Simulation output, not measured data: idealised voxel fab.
process module | voxel fin reveal
cross-section cut | 205 nm wide | cells 5 nm
A cross-section is a grid of square cells, given in bands from the top down. A band is one or more rows of cells.
Each band's line starts with the height of the band's top and of its bottom, in nm. Then come its materials from left to right, each with its width in nm. One material with "throughout" fills the band from edge to edge. "air" is empty space.
Height 0 is the level under which the wafer as received is all one material. The lowest band goes on downwards, as in "0 down".
A width such as "30 to 40" changes by the same amount from each row of cells to the next, from the band's top row to its bottom row.
"no change" after a step means that no cell of the cross-section changed.
closed voids: empty space of 8 cells or more with no open way to the top, each as width x height at its distance from the left edge, in nm
after a step's settings: what the simulator itself notes on the step
overlay nm, on a step with a mask: how far to the right of its planned place the mask lay; to the left if negative
plan
1 op RECEIVE | material Si
2 op CONFORMAL_DEP | material SiN | thk nm 5
3 op DIRECTIONAL_DEP | material aC | thk nm 15
4 op PATTERN | tone cover | mask id FINS | material resist | width nm 15 | pitch nm 40 | thk nm 30 | overlay nm 0
5 op DIRECTIONAL_ETCH | etch materials aC | depth nm 15
6 op STRIP | etch materials resist
7 op DIRECTIONAL_ETCH | etch materials SiN | depth nm 5
8 op DIRECTIONAL_ETCH | etch materials Si | depth nm 40
9 op STRIP | etch materials aC
10 op OXIDIZE | depth nm 5
11 op FILL_DEP | material SiO2 | thk nm 15
12 op CMP | height nm 5
13 op SELECTIVE_ETCH | etch materials SiO2 | depth nm 30
14 op STRIP | etch materials SiN
15 op CONFORMAL_DEP | material HfO2 | thk nm 5
as received, after step 1
  0 down: Si throughout
  closed voids: none
first wafer at the end, as planned
  5 to 0: air 55 | HfO2 15 | air 25 | HfO2 15 | air 25 | HfO2 15 | air 55
  0 to -20: air 55 | HfO2 5 | Si 5 | HfO2 5 | air 25 | HfO2 5 | Si 5 | HfO2 5 | air 25 | HfO2 5 | Si 5 | HfO2 5 | air 55
  -20 to -25: HfO2 60 | Si 5 | HfO2 35 | Si 5 | HfO2 35 | Si 5 | HfO2 60
  -25 to -45: SiO2 60 | Si 5 | SiO2 35 | Si 5 | SiO2 35 | Si 5 | SiO2 60
  -45 down: Si throughout
  closed voids: none
second wafer at the end: like start, like plan, one mistake
  5 to 0: air 55 | HfO2 15 | air 25 | HfO2 15 | air 25 | HfO2 15 | air 55
  0 to -5: air 55 | HfO2 5 | Si 5 | HfO2 5 | air 25 | HfO2 5 | Si 5 | HfO2 5 | air 25 | HfO2 5 | Si 5 | HfO2 5 | air 55
  -5 to -10: HfO2 60 | Si 5 | HfO2 35 | Si 5 | HfO2 35 | Si 5 | HfO2 60
  -10 to -45: SiO2 60 | Si 5 | SiO2 35 | Si 5 | SiO2 35 | Si 5 | SiO2 60
  -45 down: Si throughout
  closed voids: none
what went wrong: step 12 was left out
at the end the second wafer has, in cells: 18 fewer of HfO2 | 114 more of SiO2
